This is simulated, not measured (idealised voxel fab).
Name of the process module below: voxel plated lines
Each square cell in cross-section cut measures 5 nm, and the section as a whole is 235 nm wide.
A cross-section in this document is a grid of square cells, and it is written down as bands, the top band listed before the ones below it; a band is made up of one or more rows of cells.
For a band, the entry starts with two heights in nm, that of the top and then that of the bottom, and carries on with the band's materials in order from left to right, each alongside its width in nm; the word "full width" beside a single material means it fills the band edge to edge, and "empty" means empty space.
Heights are reckoned from 0. Under this level, the received wafer is all of one material. The bottommost band is open-ended downward, for example "from 0 down".
When a width is written as two numbers, as in "30..40", the first number is the width in the top row of cells of the band and the second is the width in its bottom row, and the width changes by the same amount from each row to the next.
For the purposes of this document, the phrase "no change occurred" attached to a step denotes that no cell within the cross-section was modified by that step.
The entry "Sealed internal cavities" lists the empty spaces that cover at least 8 cells and have no open path to the top. Each is written as width x height at distance, where the distance is measured from the left edge and all three values are in nm.
Post-settings text on a step line: simulator's own remark regarding the step.
overlay nm: mask right of planned place by this much (step with mask). Neg. = left.

The following list gives the planned process steps:
1) RECEIVE with material Si
2) CONFORMAL_DEP with material SiO2, thk nm 15
3) DIRECTIONAL_DEP with material TiN, thk nm 5
4) PATTERN with tone open, mask id LINES, material resist, width nm 15, pitch nm 45, thk nm 20, overlay nm 0
5) EPI with material Ru, thk nm 10
6) STRIP with etch materials resist
7) DIRECTIONAL_ETCH with etch materials TiN, depth nm 5
8) CONFORMAL_DEP with material SiO2, thk nm 5
Every wafer here starts from the same state; it is the step 4 width nm that distinguishes them, and the value the plan gives belongs to the first wafer.

Cross-section of the first of several wafers on receipt, reflecting completion of step 1:
  from 0 down | Si full width
  Sealed internal cavities: none

Module finished, last step 8 done: cross-section of the first of several wafers:
  from 35 to 30 | empty 60 nm; SiO2 25 nm; empty 20 nm; SiO2 25 nm; empty 20 nm; SiO2 25 nm; empty 60 nm
  from 30 to 20 | empty 60 nm; SiO2 5 nm; Ru 15 nm; SiO2 5 nm; empty 20 nm; SiO2 5 nm; Ru 15 nm; SiO2 5 nm; empty 20 nm; SiO2 5 nm; Ru 15 nm; SiO2 5 nm; empty 60 nm
  from 20 to 15 | SiO2 65 nm; TiN 15 nm; SiO2 30 nm; TiN 15 nm; SiO2 30 nm; TiN 15 nm; SiO2 65 nm
  from 15 to 0 | SiO2 full width
  from 0 down | Si full width
  Sealed internal cavities: none

Here we cross-sectioned the last of the wafers once the module was done:
  from 35 to 30 | empty 55 nm; SiO2 40 nm; empty 5 nm; SiO2 40 nm; empty 5 nm; SiO2 40 nm; empty 50 nm
  from 30 to 20 | empty 55 nm; SiO2 5 nm; Ru 30 nm; SiO2 5 nm; empty 5 nm; SiO2 5 nm; Ru 30 nm; SiO2 5 nm; empty 5 nm; SiO2 5 nm; Ru 30 nm; SiO2 5 nm; empty 50 nm
  from 20 to 15 | SiO2 60 nm; TiN 30 nm; SiO2 15 nm; TiN 30 nm; SiO2 15 nm; TiN 30 nm; SiO2 55 nm
  from 15 to 0 | SiO2 full width
  from 0 down | Si full width
  Sealed internal cavities: none

Each row below is a wafer at the end of the module, listing for every material the number of cells it has gained (+) or lost (-) since it was received, followed by its closed voids:
width nm 15; +18 Ru; +206 SiO2; +9 TiN; Sealed internal cavities: none
width nm 20; +24 Ru; +206 SiO2; +12 TiN; Sealed internal cavities: none
width nm 25; +30 Ru; +206 SiO2; +15 TiN; Sealed internal cavities: none
width nm 30; +36 Ru; +206 SiO2; +18 TiN; Sealed internal cavities: none
